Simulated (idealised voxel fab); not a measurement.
process module | voxel transistor to metal
cross-section cut | 225 nm wide | cells 5 nm
A cross-section is a grid of square cells, given in bands from the top down. A band is one or more rows of cells.
Each band's line starts with the height of the band's top and of its bottom, in nm. Then come its materials from left to right, each with its width in nm. One material with "throughout" fills the band from edge to edge. "air" is empty space.
Height 0 is the level under which the wafer as received is all one material. The lowest band goes on downwards, as in "0 down".
A width such as "30 to 40" changes by the same amount from each row of cells to the next, from the band's top row to its bottom row.
"no change" after a step means that no cell of the cross-section changed.
closed voids: empty space of 8 cells or more with no open way to the top, each as width x height at its distance from the left edge, in nm
after a step's settings: what the simulator itself notes on the step
overlay nm, on a step with a mask: how far to the right of its planned place the mask lay; to the left if negative
plan
1 op RECEIVE | material Si
2 op CONFORMAL_DEP | material SiO2 | thk nm 5
3 op CONFORMAL_DEP | material SiN | thk nm 15
4 op MASKED_ETCH | tone cover | mask id ACTIVE | width nm 85 | pitch nm 110 | etch materials SiN | depth nm 15 | overlay nm 0
5 op MASKED_ETCH | tone cover | mask id ACTIVE | width nm 85 | pitch nm 110 | etch materials SiO2 | depth nm 5 | overlay nm 0
6 op MASKED_ETCH | tone cover | mask id ACTIVE | width nm 85 | pitch nm 110 | etch materials Si | depth nm 30 | overlay nm 0
7 op OXIDIZE | depth nm 5
8 op FILL_DEP | material SiO2 | thk nm 10
9 op CMP | height nm 20
10 op SELECTIVE_ETCH | etch materials SiO2 | depth nm 10
11 op STRIP | etch materials SiN
12 op SELECTIVE_ETCH | etch materials SiO2 | depth nm 5
13 op OXIDIZE | depth nm 5
14 op DIRECTIONAL_DEP | material polySi | thk nm 25
15 op DIRECTIONAL_DEP | material SiCN | thk nm 15
16 op DIRECTIONAL_DEP | material aC | thk nm 10
17 op PATTERN | tone cover | mask id GATE | material resist | width nm 15 | pitch nm 110 | thk nm 30 | overlay nm 0
18 op DIRECTIONAL_ETCH | etch materials aC | depth nm 10
19 op STRIP | etch materials resist
20 op DIRECTIONAL_ETCH | etch materials SiCN | depth nm 25
21 op DIRECTIONAL_ETCH | etch materials polySi | depth nm 35
22 op STRIP | etch materials aC
23 op CONFORMAL_DEP | material SiN | thk nm 5
24 op DIRECTIONAL_ETCH | etch materials SiN | depth nm 5
25 op DIRECTIONAL_ETCH | etch materials SiO2 | depth nm 5
26 op DIRECTIONAL_ETCH | etch materials Si | depth nm 15
27 op EPI | material pSi | thk nm 15
28 op FILL_DEP | material SiO2 | thk nm 10
29 op CMP | height nm 40
30 op DIRECTIONAL_DEP | material SiO2 | thk nm 15
31 op MASKED_ETCH | tone open | mask id CONTACT | width nm 15 | etch materials SiO2 | depth nm 60 | overlay nm 0
32 op CONFORMAL_DEP | material TiN | thk nm 5
33 op FILL_DEP | material W | thk nm 5
34 op CMP | height nm 55
35 op CONFORMAL_DEP | material SiCN | thk nm 5
36 op DIRECTIONAL_DEP | material SiO2 | thk nm 15
37 op MASKED_ETCH | tone open | mask id METAL_1 | width nm 15 | etch materials SiO2 | depth nm 15 | overlay nm 0
38 op MASKED_ETCH | tone open | mask id METAL_1 | width nm 15 | etch materials SiCN | depth nm 5 | overlay nm 0
39 op CONFORMAL_DEP | material TiN | thk nm 5
40 op FILL_DEP | material Ru | thk nm 10
41 op CMP | height nm 75
42 op CONFORMAL_DEP | material SiN | thk nm 5
as received, after step 1
  0 down: Si throughout
  closed voids: none
first wafer at the end, as planned
  80 to 75: SiN throughout
  75 to 60: SiO2 20 | TiN 5 | Ru 5 | TiN 5 | SiO2 45 | TiN 5 | Ru 5 | TiN 5 | SiO2 35 | TiN 5 | Ru 5 | TiN 5 | SiO2 45 | TiN 5 | Ru 5 | TiN 5 | SiO2 20
  60 to 55: SiCN 20 | TiN 15 | SiCN 45 | TiN 15 | SiCN 35 | TiN 15 | SiCN 45 | TiN 15 | SiCN 20
  55 to 40: SiO2 20 | TiN 5 | W 5 | TiN 5 | SiO2 45 | TiN 5 | W 5 | TiN 5 | SiO2 35 | TiN 5 | W 5 | TiN 5 | SiO2 45 | TiN 5 | W 5 | TiN 5 | SiO2 20
  40 to 25: SiO2 20 | TiN 5 | W 5 | TiN 5 | SiO2 10 | SiN 5 | SiCN 15 | SiN 5 | SiO2 10 | TiN 5 | W 5 | TiN 5 | SiO2 35 | TiN 5 | W 5 | TiN 5 | SiO2 10 | SiN 5 | SiCN 15 | SiN 5 | SiO2 10 | TiN 5 | W 5 | TiN 5 | SiO2 20
  25 to 15: SiO2 20 | TiN 5 | W 5 | TiN 5 | SiO2 10 | SiN 5 | polySi 15 | SiN 5 | SiO2 10 | TiN 5 | W 5 | TiN 5 | SiO2 35 | TiN 5 | W 5 | TiN 5 | SiO2 10 | SiN 5 | polySi 15 | SiN 5 | SiO2 10 | TiN 5 | W 5 | TiN 5 | SiO2 20
  15 to 10: SiO2 20 | TiN 15 | SiO2 10 | SiN 5 | polySi 15 | SiN 5 | SiO2 10 | TiN 15 | SiO2 35 | TiN 15 | SiO2 10 | SiN 5 | polySi 15 | SiN 5 | SiO2 10 | TiN 15 | SiO2 20
  10 to 5: SiO2 20 | TiN 10 | pSi 15 | SiN 5 | polySi 15 | SiN 5 | pSi 15 | TiN 10 | SiO2 35 | TiN 10 | pSi 15 | SiN 5 | polySi 15 | SiN 5 | pSi 15 | TiN 10 | SiO2 20
  5 to 0: SiO2 10 | SiN 5 | SiO2 5 | TiN 10 | pSi 15 | SiN 5 | polySi 15 | SiN 5 | pSi 15 | TiN 10 | SiO2 5 | SiN 5 | SiO2 15 | SiN 5 | SiO2 5 | TiN 10 | pSi 15 | SiN 5 | polySi 15 | SiN 5 | pSi 15 | TiN 10 | SiO2 5 | SiN 5 | SiO2 10
  0 to -5: SiO2 20 | TiN 10 | pSi 15 | SiO2 25 | pSi 15 | TiN 10 | SiO2 35 | TiN 10 | pSi 15 | SiO2 25 | pSi 15 | TiN 10 | SiO2 20
  -5 to -20: SiO2 20 | pSi 25 | Si 25 | pSi 25 | SiO2 35 | pSi 25 | Si 25 | pSi 25 | SiO2 20
  -20 to -35: SiO2 20 | Si 75 | SiO2 35 | Si 75 | SiO2 20
  -35 down: Si throughout
  closed voids: none
second wafer at the end: like start, like plan, one mistake
  80 to 75: SiN throughout
  75 to 60: SiO2 20 | TiN 5 | Ru 5 | TiN 5 | SiO2 45 | TiN 5 | Ru 5 | TiN 5 | SiO2 35 | TiN 5 | Ru 5 | TiN 5 | SiO2 45 | TiN 5 | Ru 5 | TiN 5 | SiO2 20
  60 to 55: SiCN 20 | TiN 15 | SiCN 45 | TiN 15 | SiCN 35 | TiN 15 | SiCN 45 | TiN 15 | SiCN 20
  55 to 40: SiO2 20 | TiN 5 | W 5 | TiN 5 | SiO2 45 | TiN 5 | W 5 | TiN 5 | SiO2 35 | TiN 5 | W 5 | TiN 5 | SiO2 45 | TiN 5 | W 5 | TiN 5 | SiO2 20
  40 to 25: SiO2 20 | TiN 5 | W 5 | TiN 5 | SiO2 10 | SiN 5 | SiCN 15 | SiN 5 | SiO2 10 | TiN 5 | W 5 | TiN 5 | SiO2 35 | TiN 5 | W 5 | TiN 5 | SiO2 10 | SiN 5 | SiCN 15 | SiN 5 | SiO2 10 | TiN 5 | W 5 | TiN 5 | SiO2 20
  25 to 15: SiO2 20 | TiN 5 | W 5 | TiN 5 | SiO2 10 | SiN 5 | polySi 15 | SiN 5 | SiO2 10 | TiN 5 | W 5 | TiN 5 | SiO2 35 | TiN 5 | W 5 | TiN 5 | SiO2 10 | SiN 5 | polySi 15 | SiN 5 | SiO2 10 | TiN 5 | W 5 | TiN 5 | SiO2 20
  15 to 10: SiO2 20 | TiN 15 | SiO2 10 | SiN 5 | polySi 15 | SiN 5 | SiO2 10 | TiN 15 | SiO2 35 | TiN 15 | SiO2 10 | SiN 5 | polySi 15 | SiN 5 | SiO2 10 | TiN 15 | SiO2 20
  10 to 5: SiO2 20 | TiN 10 | pSi 15 | SiN 5 | polySi 15 | SiN 5 | pSi 15 | TiN 10 | SiO2 35 | TiN 10 | pSi 15 | SiN 5 | polySi 15 | SiN 5 | pSi 15 | TiN 10 | SiO2 20
  5 to 0: SiO2 10 | SiN 5 | SiO2 5 | TiN 10 | pSi 15 | SiN 5 | polySi 15 | SiN 5 | pSi 15 | TiN 10 | SiO2 5 | SiN 5 | SiO2 15 | SiN 5 | SiO2 5 | TiN 10 | pSi 15 | SiN 5 | polySi 15 | SiN 5 | pSi 15 | TiN 10 | SiO2 5 | SiN 5 | SiO2 10
  0 to -5: SiO2 20 | TiN 10 | pSi 15 | SiO2 25 | pSi 15 | TiN 10 | SiO2 35 | TiN 10 | pSi 15 | SiO2 25 | pSi 15 | TiN 10 | SiO2 20
  -5 to -20: SiO2 20 | pSi 25 | Si 25 | pSi 25 | SiO2 35 | pSi 25 | Si 25 | pSi 25 | SiO2 20
  -20 to -65: SiO2 20 | Si 75 | SiO2 35 | Si 75 | SiO2 20
  -65 down: Si throughout
  closed voids: none
what went wrong: step 6 was run twice
at the end the second wafer has, in cells: 90 fewer of Si | 90 more of SiO2
